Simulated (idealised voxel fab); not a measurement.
Process module, titled voxel transistor to metal
Section shown: cut. Width: 295 nm. Cell size: 5 nm, square.
Cross-section = grid of square cells, listed top down in bands; band = one or more rows.
For a band, the entry starts with two heights in nm, that of the top and then that of the bottom, and carries on with the band's materials in order from left to right, each alongside its width in nm; the word "all across" beside a single material means it fills the band edge to edge, and "empty" means empty space.
All heights in this document are referenced to 0, defined as the level beneath which the wafer, as received, consists entirely of one material. The lowest band is not bounded below; it extends indefinitely downward and is written in the form "0 nm and below".
Read "30->40" as a graded width: first number on top, second number at the bottom, same change between each pair of neighbouring rows.
When a step is marked "nothing changed", none of the cells in the cross-section changed during that step.
Enclosed voids (no open way to top), threshold 8 cells or more, entry "Closed void table", notation width x height at distance, distance from left edge, nm.
Note: text after step settings on the step line = simulator remark on that step.
overlay nm: where the mask lay relative to plan, measured to the right, on steps with a mask; negatives go left.
HERE'S WHAT THE PLANNED PROCESS STEPS LOOK LIKE
1 RECEIVE with material Si
2 OXIDIZE with depth nm 5
3 CONFORMAL_DEP with material SiN, thk nm 10
4 PATTERN with tone cover, mask id ACTIVE, material resist, width nm 110, pitch nm 130, thk nm 15, overlay nm 0
5 DIRECTIONAL_ETCH with etch materials SiN, depth nm 10
6 DIRECTIONAL_ETCH with etch materials SiO2, depth nm 5
7 DIRECTIONAL_ETCH with etch materials Si, depth nm 35
8 STRIP with etch materials resist
9 FILL_DEP with material SiO2, thk nm 5
10 CMP with height nm 10
11 SELECTIVE_ETCH with etch materials SiO2, depth nm 10
12 STRIP with etch materials SiN
13 SELECTIVE_ETCH with etch materials SiO2, depth nm 5
14 OXIDIZE with depth nm 5
15 DIRECTIONAL_DEP with material polySi, thk nm 25
16 DIRECTIONAL_DEP with material SiCN, thk nm 10
17 MASKED_ETCH with tone cover, mask id GATE, width nm 30, pitch nm 130, etch materials SiCN, depth nm 20, overlay nm 0
18 MASKED_ETCH with tone cover, mask id GATE, width nm 30, pitch nm 130, etch materials polySi, depth nm 35, overlay nm 0
19 CONFORMAL_DEP with material SiN, thk nm 5
20 DIRECTIONAL_ETCH with etch materials SiN, depth nm 5
21 DIRECTIONAL_ETCH with etch materials SiO2, depth nm 5
22 DIRECTIONAL_ETCH with etch materials Si, depth nm 15
23 EPI with material nSi, thk nm 15
24 FILL_DEP with material SiO2, thk nm 10
25 CMP with height nm 20
26 STRIP with etch materials polySi
27 SELECTIVE_ETCH with etch materials SiO2, depth nm 5
28 CONFORMAL_DEP with material HfO2, thk nm 5
29 CONFORMAL_DEP with material TiN, thk nm 5
30 FILL_DEP with material W, thk nm 5
31 CMP with height nm 15
32 DIRECTIONAL_DEP with material SiO2, thk nm 15
33 PATTERN with tone open, mask id CONTACT, material resist, width nm 15, thk nm 20, overlay nm 0
34 DIRECTIONAL_ETCH with etch materials SiO2, depth nm 40
35 STRIP with etch materials resist
36 CONFORMAL_DEP with material TiN, thk nm 5
37 FILL_DEP with material Ru, thk nm 10
38 CMP with height nm 30
39 DIRECTIONAL_DEP with material TiN, thk nm 5
40 DIRECTIONAL_DEP with material W, thk nm 15
41 PATTERN with tone cover, mask id METAL_1, material resist, width nm 15, thk nm 20, overlay nm 0
42 DIRECTIONAL_ETCH with etch materials W, depth nm 15
43 DIRECTIONAL_ETCH with etch materials TiN, depth nm 5
44 STRIP with etch materials resist
45 CONFORMAL_DEP with material SiCN, thk nm 5
46 FILL_DEP with material lowk, thk nm 10
47 CMP with height nm 50
48 CONFORMAL_DEP with material SiCN, thk nm 5
FIRST WAFER, AS PLANNED
HERE'S WHAT THE WAFER LOOKED LIKE IN CROSS-SECTION WHEN IT ARRIVED - THAT'S AFTER STEP 1
* 0 nm and below: Si all across
* Closed void table: none
SO THIS IS THE WAFER CROSS-SECTION RIGHT AFTER STEP 2
* 0 nm to -5 nm: SiO2 all across
* Below -5, the layers are the same as they were.
SO THIS IS THE WAFER CROSS-SECTION RIGHT AFTER STEP 3
* 10 nm to 0 nm: SiN all across
* Below 0, the layers are the same as they were.
SO THIS IS THE WAFER CROSS-SECTION RIGHT AFTER STEP 4
* 25 nm to 10 nm: empty 25, resist 110, empty 20, resist 110, empty 30
* Below 10, the layers are the same as they were.
SO THIS IS THE WAFER CROSS-SECTION RIGHT AFTER STEP 5
* 25 nm to 10 nm: empty 25, resist 110, empty 20, resist 110, empty 30
* 10 nm to 0 nm: empty 25, SiN 110, empty 20, SiN 110, empty 30
* Below 0, the layers are the same as they were.
SO THIS IS THE WAFER CROSS-SECTION RIGHT AFTER STEP 6
* 25 nm to 10 nm: empty 25, resist 110, empty 20, resist 110, empty 30
* 10 nm to 0 nm: empty 25, SiN 110, empty 20, SiN 110, empty 30
* 0 nm to -5 nm: empty 25, SiO2 110, empty 20, SiO2 110, empty 30
* Below -5, the layers are the same as they were.
SO THIS IS THE WAFER CROSS-SECTION RIGHT AFTER STEP 7
* 25 nm to 10 nm: empty 25, resist 110, empty 20, resist 110, empty 30
* 10 nm to 0 nm: empty 25, SiN 110, empty 20, SiN 110, empty 30
* 0 nm to -5 nm: empty 25, SiO2 110, empty 20, SiO2 110, empty 30
* -5 nm to -40 nm: empty 25, Si 110, empty 20, Si 110, empty 30
* Below -40, the layers are the same as they were.
SO THIS IS THE WAFER CROSS-SECTION RIGHT AFTER STEP 8
* 10 nm to 0 nm: empty 25, SiN 110, empty 20, SiN 110, empty 30
* Below 0, the layers are the same as they were.
SO THIS IS THE WAFER CROSS-SECTION RIGHT AFTER STEP 9
* 15 nm to 10 nm: SiO2 all across
* 10 nm to 0 nm: SiO2 25, SiN 110, SiO2 20, SiN 110, SiO2 30
* 0 nm to -5 nm: SiO2 all across
* -5 nm to -40 nm: SiO2 25, Si 110, SiO2 20, Si 110, SiO2 30
* Below -40, the layers are the same as they were.
SO THIS IS THE WAFER CROSS-SECTION RIGHT AFTER STEP 10
* 10 nm to 0 nm: SiO2 25, SiN 110, SiO2 20, SiN 110, SiO2 30
* Below 0, the layers are the same as they were.
SO THIS IS THE WAFER CROSS-SECTION RIGHT AFTER STEP 11
* 10 nm to 0 nm: empty 25, SiN 110, empty 20, SiN 110, empty 30
* Below 0, the layers are the same as they were.
SO THIS IS THE WAFER CROSS-SECTION RIGHT AFTER STEP 12
* 0 nm to -5 nm: SiO2 all across
* Below -5, the layers are the same as they were.
SO THIS IS THE WAFER CROSS-SECTION RIGHT AFTER STEP 13
* -5 nm to -40 nm: SiO2 25, Si 110, SiO2 20, Si 110, SiO2 30
* Below -40, the layers are the same as they were.
SO THIS IS THE WAFER CROSS-SECTION RIGHT AFTER STEP 14
* -5 nm to -10 nm: SiO2 all across
* Below -10, the layers are the same as they were.
SO THIS IS THE WAFER CROSS-SECTION RIGHT AFTER STEP 15
* 20 nm to -5 nm: polySi all across
* Below -5, the layers are the same as they were.
SO THIS IS THE WAFER CROSS-SECTION RIGHT AFTER STEP 16
* 30 nm to 20 nm: SiCN all across
* Below 20, the layers are the same as they were.
SO THIS IS THE WAFER CROSS-SECTION RIGHT AFTER STEP 17
* 30 nm to 20 nm: empty 65, SiCN 30, empty 100, SiCN 30, empty 70
* Below 20, the layers are the same as they were.
SO THIS IS THE WAFER CROSS-SECTION RIGHT AFTER STEP 18
* 30 nm to 20 nm: empty 65, SiCN 30, empty 100, SiCN 30, empty 70
* 20 nm to -5 nm: empty 65, polySi 30, empty 100, polySi 30, empty 70
* Below -5, the layers are the same as they were.
SO THIS IS THE WAFER CROSS-SECTION RIGHT AFTER STEP 19
* 35 nm to 30 nm: empty 60, SiN 40, empty 90, SiN 40, empty 65
* 30 nm to 20 nm: empty 60, SiN 5, SiCN 30, SiN 5, empty 90, SiN 5, SiCN 30, SiN 5, empty 65
* 20 nm to 0 nm: empty 60, SiN 5, polySi 30, SiN 5, empty 90, SiN 5, polySi 30, SiN 5, empty 65
* 0 nm to -5 nm: SiN 65, polySi 30, SiN 100, polySi 30, SiN 70
* Below -5, the layers are the same as they were.
SO THIS IS THE WAFER CROSS-SECTION RIGHT AFTER STEP 20
* 30 nm to 20 nm: empty 60, SiN 5, SiCN 30, SiN 5, empty 90, SiN 5, SiCN 30, SiN 5, empty 65
* 20 nm to -5 nm: empty 60, SiN 5, polySi 30, SiN 5, empty 90, SiN 5, polySi 30, SiN 5, empty 65
* Below -5, the layers are the same as they were.
SO THIS IS THE WAFER CROSS-SECTION RIGHT AFTER STEP 21
* 30 nm to 20 nm: empty 60, SiN 5, SiCN 30, SiN 5, empty 90, SiN 5, SiCN 30, SiN 5, empty 65
* 20 nm to -5 nm: empty 60, SiN 5, polySi 30, SiN 5, empty 90, SiN 5, polySi 30, SiN 5, empty 65
* -5 nm to -10 nm: empty 60, SiO2 40, empty 90, SiO2 40, empty 65
* Below -10, the layers are the same as they were.
SO THIS IS THE WAFER CROSS-SECTION RIGHT AFTER STEP 22
* 30 nm to 20 nm: empty 60, SiN 5, SiCN 30, SiN 5, empty 90, SiN 5, SiCN 30, SiN 5, empty 65
* 20 nm to -5 nm: empty 60, SiN 5, polySi 30, SiN 5, empty 90, SiN 5, polySi 30, SiN 5, empty 65
* -5 nm to -10 nm: empty 60, SiO2 40, empty 90, SiO2 40, empty 65
* -10 nm to -25 nm: SiO2 25, empty 35, Si 40, empty 35, SiO2 20, empty 35, Si 40, empty 35, SiO2 30
* Below -25, the layers are the same as they were.
SO THIS IS THE WAFER CROSS-SECTION RIGHT AFTER STEP 23
* 30 nm to 20 nm: empty 60, SiN 5, SiCN 30, SiN 5, empty 90, SiN 5, SiCN 30, SiN 5, empty 65
* 20 nm to 5 nm: empty 60, SiN 5, polySi 30, SiN 5, empty 90, SiN 5, polySi 30, SiN 5, empty 65
* 5 nm to -5 nm: empty 45, nSi 15, SiN 5, polySi 30, SiN 5, nSi 15, empty 60, nSi 15, SiN 5, polySi 30, SiN 5, nSi 15, empty 50
* -5 nm to -10 nm: empty 45, nSi 15, SiO2 40, nSi 15, empty 60, nSi 15, SiO2 40, nSi 15, empty 50
* -10 nm to -25 nm: SiO2 25, nSi 35, Si 40, nSi 35, SiO2 20, nSi 35, Si 40, nSi 35, SiO2 30
* Below -25, the layers are the same as they were.
SO THIS IS THE WAFER CROSS-SECTION RIGHT AFTER STEP 24
* 40 nm to 30 nm: SiO2 all across
* 30 nm to 20 nm: SiO2 60, SiN 5, SiCN 30, SiN 5, SiO2 90, SiN 5, SiCN 30, SiN 5, SiO2 65
* 20 nm to 5 nm: SiO2 60, SiN 5, polySi 30, SiN 5, SiO2 90, SiN 5, polySi 30, SiN 5, SiO2 65
* 5 nm to -5 nm: SiO2 45, nSi 15, SiN 5, polySi 30, SiN 5, nSi 15, SiO2 60, nSi 15, SiN 5, polySi 30, SiN 5, nSi 15, SiO2 50
* -5 nm to -10 nm: SiO2 45, nSi 15, SiO2 40, nSi 15, SiO2 60, nSi 15, SiO2 40, nSi 15, SiO2 50
* Below -10, the layers are the same as they were.
SO THIS IS THE WAFER CROSS-SECTION RIGHT AFTER STEP 25
* 20 nm to 5 nm: SiO2 60, SiN 5, polySi 30, SiN 5, SiO2 90, SiN 5, polySi 30, SiN 5, SiO2 65
* Below 5, the layers are the same as they were.
SO THIS IS THE WAFER CROSS-SECTION RIGHT AFTER STEP 26
* 20 nm to 5 nm: SiO2 60, SiN 5, empty 30, SiN 5, SiO2 90, SiN 5, empty 30, SiN 5, SiO2 65
* 5 nm to -5 nm: SiO2 45, nSi 15, SiN 5, empty 30, SiN 5, nSi 15, SiO2 60, nSi 15, SiN 5, empty 30, SiN 5, nSi 15, SiO2 50
* Below -5, the layers are the same as they were.
SO THIS IS THE WAFER CROSS-SECTION RIGHT AFTER STEP 27
* 20 nm to 15 nm: empty 60, SiN 5, empty 30, SiN 5, empty 90, SiN 5, empty 30, SiN 5, empty 65
* 15 nm to 5 nm: SiO2 60, SiN 5, empty 30, SiN 5, SiO2 90, SiN 5, empty 30, SiN 5, SiO2 65
* 5 nm to -5 nm: SiO2 45, nSi 15, SiN 5, empty 30, SiN 5, nSi 15, SiO2 60, nSi 15, SiN 5, empty 30, SiN 5, nSi 15, SiO2 50
* -5 nm to -10 nm: SiO2 45, nSi 15, empty 40, nSi 15, SiO2 60, nSi 15, empty 40, nSi 15, SiO2 50
* Below -10, the layers are the same as they were.
SO THIS IS THE WAFER CROSS-SECTION RIGHT AFTER STEP 28
* 25 nm to 20 nm: empty 55, HfO2 15, empty 20, HfO2 15, empty 80, HfO2 15, empty 20, HfO2 15, empty 60
* 20 nm to 15 nm: HfO2 60, SiN 5, HfO2 5, empty 20, HfO2 5, SiN 5, HfO2 90, SiN 5, HfO2 5, empty 20, HfO2 5, SiN 5, HfO2 65
* 15 nm to 5 nm: SiO2 60, SiN 5, HfO2 5, empty 20, HfO2 5, SiN 5, SiO2 90, SiN 5, HfO2 5, empty 20, HfO2 5, SiN 5, SiO2 65
* 5 nm to -5 nm: SiO2 45, nSi 15, SiN 5, HfO2 5, empty 20, HfO2 5, SiN 5, nSi 15, SiO2 60, nSi 15, SiN 5, HfO2 5, empty 20, HfO2 5, SiN 5, nSi 15, SiO2 50
* -5 nm to -10 nm: SiO2 45, nSi 15, HfO2 40, nSi 15, SiO2 60, nSi 15, HfO2 40, nSi 15, SiO2 50
* Below -10, the layers are the same as they were.
SO THIS IS THE WAFER CROSS-SECTION RIGHT AFTER STEP 29
* 30 nm to 25 nm: empty 50, TiN 25, empty 10, TiN 25, empty 70, TiN 25, empty 10, TiN 25, empty 55
* 25 nm to 20 nm: TiN 55, HfO2 15, TiN 5, empty 10, TiN 5, HfO2 15, TiN 80, HfO2 15, TiN 5, empty 10, TiN 5, HfO2 15, TiN 60
* 20 nm to 15 nm: HfO2 60, SiN 5, HfO2 5, TiN 5, empty 10, TiN 5, HfO2 5, SiN 5, HfO2 90, SiN 5, HfO2 5, TiN 5, empty 10, TiN 5, HfO2 5, SiN 5, HfO2 65
* 15 nm to 5 nm: SiO2 60, SiN 5, HfO2 5, TiN 5, empty 10, TiN 5, HfO2 5, SiN 5, SiO2 90, SiN 5, HfO2 5, TiN 5, empty 10, TiN 5, HfO2 5, SiN 5, SiO2 65
* 5 nm to 0 nm: SiO2 45, nSi 15, SiN 5, HfO2 5, TiN 5, empty 10, TiN 5, HfO2 5, SiN 5, nSi 15, SiO2 60, nSi 15, SiN 5, HfO2 5, TiN 5, empty 10, TiN 5, HfO2 5, SiN 5, nSi 15, SiO2 50
* 0 nm to -5 nm: SiO2 45, nSi 15, SiN 5, HfO2 5, TiN 20, HfO2 5, SiN 5, nSi 15, SiO2 60, nSi 15, SiN 5, HfO2 5, TiN 20, HfO2 5, SiN 5, nSi 15, SiO2 50
* Below -5, the layers are the same as they were.
SO THIS IS THE WAFER CROSS-SECTION RIGHT AFTER STEP 30
* 35 nm to 30 nm: W all across
* 30 nm to 25 nm: W 50, TiN 25, W 10, TiN 25, W 70, TiN 25, W 10, TiN 25, W 55
* 25 nm to 20 nm: TiN 55, HfO2 15, TiN 5, W 10, TiN 5, HfO2 15, TiN 80, HfO2 15, TiN 5, W 10, TiN 5, HfO2 15, TiN 60
* 20 nm to 15 nm: HfO2 60, SiN 5, HfO2 5, TiN 5, W 10, TiN 5, HfO2 5, SiN 5, HfO2 90, SiN 5, HfO2 5, TiN 5, W 10, TiN 5, HfO2 5, SiN 5, HfO2 65
* 15 nm to 5 nm: SiO2 60, SiN 5, HfO2 5, TiN 5, W 10, TiN 5, HfO2 5, SiN 5, SiO2 90, SiN 5, HfO2 5, TiN 5, W 10, TiN 5, HfO2 5, SiN 5, SiO2 65
* 5 nm to 0 nm: SiO2 45, nSi 15, SiN 5, HfO2 5, TiN 5, W 10, TiN 5, HfO2 5, SiN 5, nSi 15, SiO2 60, nSi 15, SiN 5, HfO2 5, TiN 5, W 10, TiN 5, HfO2 5, SiN 5, nSi 15, SiO2 50
* Below 0, the layers are the same as they were.
SO THIS IS THE WAFER CROSS-SECTION RIGHT AFTER STEP 31
* 15 nm to 5 nm: SiO2 60, SiN 5, HfO2 5, TiN 5, W 10, TiN 5, HfO2 5, SiN 5, SiO2 90, SiN 5, HfO2 5, TiN 5, W 10, TiN 5, HfO2 5, SiN 5, SiO2 65
* Below 5, the layers are the same as they were.
SO THIS IS THE WAFER CROSS-SECTION RIGHT AFTER STEP 32
* 30 nm to 15 nm: SiO2 all across
* Below 15, the layers are the same as they were.
SO THIS IS THE WAFER CROSS-SECTION RIGHT AFTER STEP 33
* 50 nm to 30 nm: resist 35, empty 15, resist 60, empty 15, resist 40, empty 15, resist 60, empty 15, resist 40
* Below 30, the layers are the same as they were.
SO THIS IS THE WAFER CROSS-SECTION RIGHT AFTER STEP 34
* 50 nm to 30 nm: resist 35, empty 15, resist 60, empty 15, resist 40, empty 15, resist 60, empty 15, resist 40
* 30 nm to 15 nm: SiO2 35, empty 15, SiO2 60, empty 15, SiO2 40, empty 15, SiO2 60, empty 15, SiO2 40
* 15 nm to 5 nm: SiO2 35, empty 15, SiO2 10, SiN 5, HfO2 5, TiN 5, W 10, TiN 5, HfO2 5, SiN 5, SiO2 10, empty 15, SiO2 40, empty 15, SiO2 10, SiN 5, HfO2 5, TiN 5, W 10, TiN 5, HfO2 5, SiN 5, SiO2 10, empty 15, SiO2 40
* 5 nm to 0 nm: SiO2 35, empty 10, nSi 15, SiN 5, HfO2 5, TiN 5, W 10, TiN 5, HfO2 5, SiN 5, nSi 15, empty 10, SiO2 40, empty 10, nSi 15, SiN 5, HfO2 5, TiN 5, W 10, TiN 5, HfO2 5, SiN 5, nSi 15, empty 10, SiO2 40
* 0 nm to -5 nm: SiO2 35, empty 10, nSi 15, SiN 5, HfO2 5, TiN 20, HfO2 5, SiN 5, nSi 15, empty 10, SiO2 40, empty 10, nSi 15, SiN 5, HfO2 5, TiN 20, HfO2 5, SiN 5, nSi 15, empty 10, SiO2 40
* -5 nm to -10 nm: SiO2 35, empty 10, nSi 15, HfO2 40, nSi 15, empty 10, SiO2 40, empty 10, nSi 15, HfO2 40, nSi 15, empty 10, SiO2 40
* Below -10, the layers are the same as they were.
SO THIS IS THE WAFER CROSS-SECTION RIGHT AFTER STEP 35
* 30 nm to 15 nm: SiO2 35, empty 15, SiO2 60, empty 15, SiO2 40, empty 15, SiO2 60, empty 15, SiO2 40
* Below 15, the layers are the same as they were.
SO THIS IS THE WAFER CROSS-SECTION RIGHT AFTER STEP 36
* 35 nm to 30 nm: TiN 40, empty 5, TiN 70, empty 5, TiN 50, empty 5, TiN 70, empty 5, TiN 45
* 30 nm to 15 nm: SiO2 35, TiN 5, empty 5, TiN 5, SiO2 60, TiN 5, empty 5, TiN 5, SiO2 40, TiN 5, empty 5, TiN 5, SiO2 60, TiN 5, empty 5, TiN 5, SiO2 40
* 15 nm to 10 nm: SiO2 35, TiN 5, empty 5, TiN 5, SiO2 10, SiN 5, HfO2 5, TiN 5, W 10, TiN 5, HfO2 5, SiN 5, SiO2 10, TiN 5, empty 5, TiN 5, SiO2 40, TiN 5, empty 5, TiN 5, SiO2 10, SiN 5, HfO2 5, TiN 5, W 10, TiN 5, HfO2 5, SiN 5, SiO2 10, TiN 5, empty 5, TiN 5, SiO2 40
* 10 nm to 5 nm: SiO2 35, TiN 15, SiO2 10, SiN 5, HfO2 5, TiN 5, W 10, TiN 5, HfO2 5, SiN 5, SiO2 10, TiN 15, SiO2 40, TiN 15, SiO2 10, SiN 5, HfO2 5, TiN 5, W 10, TiN 5, HfO2 5, SiN 5, SiO2 10, TiN 15, SiO2 40
* 5 nm to 0 nm: SiO2 35, TiN 10, nSi 15, SiN 5, HfO2 5, TiN 5, W 10, TiN 5, HfO2 5, SiN 5, nSi 15, TiN 10, SiO2 40, TiN 10, nSi 15, SiN 5, HfO2 5, TiN 5, W 10, TiN 5, HfO2 5, SiN 5, nSi 15, TiN 10, SiO2 40
* 0 nm to -5 nm: SiO2 35, TiN 10, nSi 15, SiN 5, HfO2 5, TiN 20, HfO2 5, SiN 5, nSi 15, TiN 10, SiO2 40, TiN 10, nSi 15, SiN 5, HfO2 5, TiN 20, HfO2 5, SiN 5, nSi 15, TiN 10, SiO2 40
* -5 nm to -10 nm: SiO2 35, TiN 10, nSi 15, HfO2 40, nSi 15, TiN 10, SiO2 40, TiN 10, nSi 15, HfO2 40, nSi 15, TiN 10, SiO2 40
* Below -10, the layers are the same as they were.
SO THIS IS THE WAFER CROSS-SECTION RIGHT AFTER STEP 37
* 45 nm to 35 nm: Ru all across
* 35 nm to 30 nm: TiN 40, Ru 5, TiN 70, Ru 5, TiN 50, Ru 5, TiN 70, Ru 5, TiN 45
* 30 nm to 15 nm: SiO2 35, TiN 5, Ru 5, TiN 5, SiO2 60, TiN 5, Ru 5, TiN 5, SiO2 40, TiN 5, Ru 5, TiN 5, SiO2 60, TiN 5, Ru 5, TiN 5, SiO2 40
* 15 nm to 10 nm: SiO2 35, TiN 5, Ru 5, TiN 5, SiO2 10, SiN 5, HfO2 5, TiN 5, W 10, TiN 5, HfO2 5, SiN 5, SiO2 10, TiN 5, Ru 5, TiN 5, SiO2 40, TiN 5, Ru 5, TiN 5, SiO2 10, SiN 5, HfO2 5, TiN 5, W 10, TiN 5, HfO2 5, SiN 5, SiO2 10, TiN 5, Ru 5, TiN 5, SiO2 40
* Below 10, the layers are the same as they were.
SO THIS IS THE WAFER CROSS-SECTION RIGHT AFTER STEP 38
* 30 nm to 15 nm: SiO2 35, TiN 5, Ru 5, TiN 5, SiO2 60, TiN 5, Ru 5, TiN 5, SiO2 40, TiN 5, Ru 5, TiN 5, SiO2 60, TiN 5, Ru 5, TiN 5, SiO2 40
* Below 15, the layers are the same as they were.
SO THIS IS THE WAFER CROSS-SECTION RIGHT AFTER STEP 39
* 35 nm to 30 nm: TiN all across
* Below 30, the layers are the same as they were.
SO THIS IS THE WAFER CROSS-SECTION RIGHT AFTER STEP 40
* 50 nm to 35 nm: W all across
* Below 35, the layers are the same as they were.
SO THIS IS THE WAFER CROSS-SECTION RIGHT AFTER STEP 41
* 70 nm to 50 nm: empty 35, resist 15, empty 60, resist 15, empty 40, resist 15, empty 60, resist 15, empty 40
* Below 50, the layers are the same as they were.
SO THIS IS THE WAFER CROSS-SECTION RIGHT AFTER STEP 42
* 70 nm to 50 nm: empty 35, resist 15, empty 60, resist 15, empty 40, resist 15, empty 60, resist 15, empty 40
* 50 nm to 35 nm: empty 35, W 15, empty 60, W 15, empty 40, W 15, empty 60, W 15, empty 40
* Below 35, the layers are the same as they were.
SO THIS IS THE WAFER CROSS-SECTION RIGHT AFTER STEP 43
* 70 nm to 50 nm: empty 35, resist 15, empty 60, resist 15, empty 40, resist 15, empty 60, resist 15, empty 40
* 50 nm to 35 nm: empty 35, W 15, empty 60, W 15, empty 40, W 15, empty 60, W 15, empty 40
* 35 nm to 30 nm: empty 35, TiN 15, empty 60, TiN 15, empty 40, TiN 15, empty 60, TiN 15, empty 40
* Below 30, the layers are the same as they were.
SO THIS IS THE WAFER CROSS-SECTION RIGHT AFTER STEP 44
* 50 nm to 35 nm: empty 35, W 15, empty 60, W 15, empty 40, W 15, empty 60, W 15, empty 40
* Below 35, the layers are the same as they were.
SO THIS IS THE WAFER CROSS-SECTION RIGHT AFTER STEP 45
* 55 nm to 50 nm: empty 30, SiCN 25, empty 50, SiCN 25, empty 30, SiCN 25, empty 50, SiCN 25, empty 35
* 50 nm to 35 nm: empty 30, SiCN 5, W 15, SiCN 5, empty 50, SiCN 5, W 15, SiCN 5, empty 30, SiCN 5, W 15, SiCN 5, empty 50, SiCN 5, W 15, SiCN 5, empty 35
* 35 nm to 30 nm: SiCN 35, TiN 15, SiCN 60, TiN 15, SiCN 40, TiN 15, SiCN 60, TiN 15, SiCN 40
* Below 30, the layers are the same as they were.
SO THIS IS THE WAFER CROSS-SECTION RIGHT AFTER STEP 46
* 65 nm to 55 nm: lowk all across
* 55 nm to 50 nm: lowk 30, SiCN 25, lowk 50, SiCN 25, lowk 30, SiCN 25, lowk 50, SiCN 25, lowk 35
* 50 nm to 35 nm: lowk 30, SiCN 5, W 15, SiCN 5, lowk 50, SiCN 5, W 15, SiCN 5, lowk 30, SiCN 5, W 15, SiCN 5, lowk 50, SiCN 5, W 15, SiCN 5, lowk 35
* Below 35, the layers are the same as they were.
SO THIS IS THE WAFER CROSS-SECTION RIGHT AFTER STEP 47
* 50 nm to 35 nm: lowk 30, SiCN 5, W 15, SiCN 5, lowk 50, SiCN 5, W 15, SiCN 5, lowk 30, SiCN 5, W 15, SiCN 5, lowk 50, SiCN 5, W 15, SiCN 5, lowk 35
* Below 35, the layers are the same as they were.
SO THIS IS THE WAFER CROSS-SECTION RIGHT AFTER STEP 48
* 55 nm to 50 nm: SiCN all across
* Below 50, the layers are the same as they were.
NOW THE OTHER WAFER: SAME START, SAME RECIPE, BUT WE MESSED UP ONE THING WHEN RUNNING IT. UP TO AND INCLUDING STEP 31 IT'S THE SAME AS THE FIRST ONE
WHAT THE SECOND WAFER LOOKS LIKE IN CROSS-SECTION WHEN STEP 32 SHOULD HAVE WRAPPED UP
* 30 nm to 15 nm: W all across
* Below 15, the layers are the same as they were.
WHAT THE SECOND WAFER LOOKS LIKE IN CROSS-SECTION WHEN STEP 33 SHOULD HAVE WRAPPED UP
* 50 nm to 30 nm: resist 35, empty 15, resist 60, empty 15, resist 40, empty 15, resist 60, empty 15, resist 40
* Below 30, the layers are the same as they were.
What the second wafer looks like in cross-section when step 34 should have wrapped up: nothing changed
WHAT THE SECOND WAFER LOOKS LIKE IN CROSS-SECTION WHEN STEP 35 SHOULD HAVE WRAPPED UP
* 30 nm to 15 nm: W all across
* Below 15, the layers are the same as they were.
WHAT THE SECOND WAFER LOOKS LIKE IN CROSS-SECTION WHEN STEP 36 SHOULD HAVE WRAPPED UP
* 35 nm to 30 nm: TiN all across
* Below 30, the layers are the same as they were.
WHAT THE SECOND WAFER LOOKS LIKE IN CROSS-SECTION WHEN STEP 37 SHOULD HAVE WRAPPED UP
* 45 nm to 35 nm: Ru all across
* Below 35, the layers are the same as they were.
WHAT THE SECOND WAFER LOOKS LIKE IN CROSS-SECTION WHEN STEP 38 SHOULD HAVE WRAPPED UP
* 30 nm to 15 nm: W all across
* Below 15, the layers are the same as they were.
WHAT THE SECOND WAFER LOOKS LIKE IN CROSS-SECTION WHEN STEP 39 SHOULD HAVE WRAPPED UP
* 35 nm to 30 nm: TiN all across
* Below 30, the layers are the same as they were.
WHAT THE SECOND WAFER LOOKS LIKE IN CROSS-SECTION WHEN STEP 40 SHOULD HAVE WRAPPED UP
* 50 nm to 35 nm: W all across
* Below 35, the layers are the same as they were.
WHAT THE SECOND WAFER LOOKS LIKE IN CROSS-SECTION WHEN STEP 41 SHOULD HAVE WRAPPED UP
* 70 nm to 50 nm: empty 35, resist 15, empty 60, resist 15, empty 40, resist 15, empty 60, resist 15, empty 40
* Below 50, the layers are the same as they were.
WHAT THE SECOND WAFER LOOKS LIKE IN CROSS-SECTION WHEN STEP 42 SHOULD HAVE WRAPPED UP
* 70 nm to 50 nm: empty 35, resist 15, empty 60, resist 15, empty 40, resist 15, empty 60, resist 15, empty 40
* 50 nm to 35 nm: empty 35, W 15, empty 60, W 15, empty 40, W 15, empty 60, W 15, empty 40
* Below 35, the layers are the same as they were.
WHAT THE SECOND WAFER LOOKS LIKE IN CROSS-SECTION WHEN STEP 43 SHOULD HAVE WRAPPED UP
* 70 nm to 50 nm: empty 35, resist 15, empty 60, resist 15, empty 40, resist 15, empty 60, resist 15, empty 40
* 50 nm to 35 nm: empty 35, W 15, empty 60, W 15, empty 40, W 15, empty 60, W 15, empty 40
* 35 nm to 30 nm: empty 35, TiN 15, empty 60, TiN 15, empty 40, TiN 15, empty 60, TiN 15, empty 40
* Below 30, the layers are the same as they were.
WHAT THE SECOND WAFER LOOKS LIKE IN CROSS-SECTION WHEN STEP 44 SHOULD HAVE WRAPPED UP
* 50 nm to 35 nm: empty 35, W 15, empty 60, W 15, empty 40, W 15, empty 60, W 15, empty 40
* Below 35, the layers are the same as they were.
WHAT THE SECOND WAFER LOOKS LIKE IN CROSS-SECTION WHEN STEP 45 SHOULD HAVE WRAPPED UP
* 55 nm to 50 nm: empty 30, SiCN 25, empty 50, SiCN 25, empty 30, SiCN 25, empty 50, SiCN 25, empty 35
* 50 nm to 35 nm: empty 30, SiCN 5, W 15, SiCN 5, empty 50, SiCN 5, W 15, SiCN 5, empty 30, SiCN 5, W 15, SiCN 5, empty 50, SiCN 5, W 15, SiCN 5, empty 35
* 35 nm to 30 nm: SiCN 35, TiN 15, SiCN 60, TiN 15, SiCN 40, TiN 15, SiCN 60, TiN 15, SiCN 40
* Below 30, the layers are the same as they were.
WHAT THE SECOND WAFER LOOKS LIKE IN CROSS-SECTION WHEN STEP 46 SHOULD HAVE WRAPPED UP
* 65 nm to 55 nm: lowk all across
* 55 nm to 50 nm: lowk 30, SiCN 25, lowk 50, SiCN 25, lowk 30, SiCN 25, lowk 50, SiCN 25, lowk 35
* 50 nm to 35 nm: lowk 30, SiCN 5, W 15, SiCN 5, lowk 50, SiCN 5, W 15, SiCN 5, lowk 30, SiCN 5, W 15, SiCN 5, lowk 50, SiCN 5, W 15, SiCN 5, lowk 35
* Below 35, the layers are the same as they were.
WHAT THE SECOND WAFER LOOKS LIKE IN CROSS-SECTION WHEN STEP 47 SHOULD HAVE WRAPPED UP
* 50 nm to 35 nm: lowk 30, SiCN 5, W 15, SiCN 5, lowk 50, SiCN 5, W 15, SiCN 5, lowk 30, SiCN 5, W 15, SiCN 5, lowk 50, SiCN 5, W 15, SiCN 5, lowk 35
* Below 35, the layers are the same as they were.
WHAT THE SECOND WAFER LOOKS LIKE IN CROSS-SECTION WHEN STEP 48 SHOULD HAVE WRAPPED UP
* 55 nm to 50 nm: SiCN all across
* Below 50, the layers are the same as they were.
What was the processing mistake? contrary to plan, step 32 was performed as DIRECTIONAL_DEP with material W, thk nm 15
Final comparison by cell count, materials where the second wafer has more or fewer than the first: Ru: 16 fewer | SiO2: 93 fewer | TiN: 68 fewer | W: 177 more
